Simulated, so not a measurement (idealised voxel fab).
Process module heading - voxel trench capacitor
175 nm wide, 5 nm square cells: that's cross-section cut.
A cross-section in this document is a grid of square cells, and it is written down as bands, the top band listed before the ones below it; a band is made up of one or more rows of cells.
The band entry comprises the height of the band's top followed by the height of its bottom, expressed in nm, and subsequently the band's materials from left to right, each stated together with its width in nm. Where a single material is marked with the word "throughout", that material fills the band from edge to edge. The word "empty" represents empty space.
Basically, 0 is our baseline, since under it the wafer straight out of the box is all one material. The bottom band has no lower end and keeps on going down, so it looks like "z 0 and below".
A width such as "30 to 40" changes by the same amount from each row of cells to the next, from the band's top row to its bottom row.
"no alteration" (step): cross-section cells unchanged, all of them.
Heads up: "Closed void register" only lists the empty pockets with no open path to the top that are 8 cells or more, and it writes them as width x height at distance, distance from the left edge, in nm.
Note: text after step settings on the step line = simulator remark on that step.
The optional step-line setting "overlay nm" applies to steps with a mask and quantifies how far to the right of its planned location the mask lay, a negative value indicating leftward placement.
Below is the list of planned process steps
1. RECEIVE,material Si
2. CONFORMAL_DEP,material SiN,thk nm 10
3. PATTERN,tone open,mask id TRENCH,material resist,width nm 25,pitch nm 45,thk nm 15,overlay nm 0
4. DIRECTIONAL_ETCH,etch materials SiN,depth nm 10
5. DIRECTIONAL_ETCH,etch materials Si,depth nm 40
6. STRIP,etch materials resist
7. CONFORMAL_DEP,material HfO2,thk nm 5
8. CONFORMAL_DEP,material TiN,thk nm 5
9. FILL_DEP,material W,thk nm 5
10. CMP,height nm 10
Cross-section, incoming material, after step 1
- z 0 and below: Si throughout
- Closed void register: none
End state of the module in cross-section, given the above starting point and plan and one mistake in execution
- z 25 to 20: W throughout
- z 20 to 15: TiN (60) / W (5) / TiN (40) / W (5) / TiN (65)
- z 15 to 10: HfO2 (55) / TiN (5) / W (5) / TiN (5) / HfO2 (30) / TiN (5) / W (5) / TiN (5) / HfO2 (60)
- z 10 to 0: SiN (50) / HfO2 (5) / TiN (5) / W (5) / TiN (5) / HfO2 (5) / SiN (20) / HfO2 (5) / TiN (5) / W (5) / TiN (5) / HfO2 (5) / SiN (55)
- z 0 to -30: Si (50) / HfO2 (5) / TiN (5) / W (5) / TiN (5) / HfO2 (5) / Si (20) / HfO2 (5) / TiN (5) / W (5) / TiN (5) / HfO2 (5) / Si (55)
- z -30 to -35: Si (50) / HfO2 (5) / TiN (15) / HfO2 (5) / Si (20) / HfO2 (5) / TiN (15) / HfO2 (5) / Si (55)
- z -35 to -40: Si (50) / HfO2 (25) / Si (20) / HfO2 (25) / Si (55)
- z -40 and below: Si throughout
- Closed void register: none
Diagnosis: the run left out plan step 10 entirely, so it was never executed
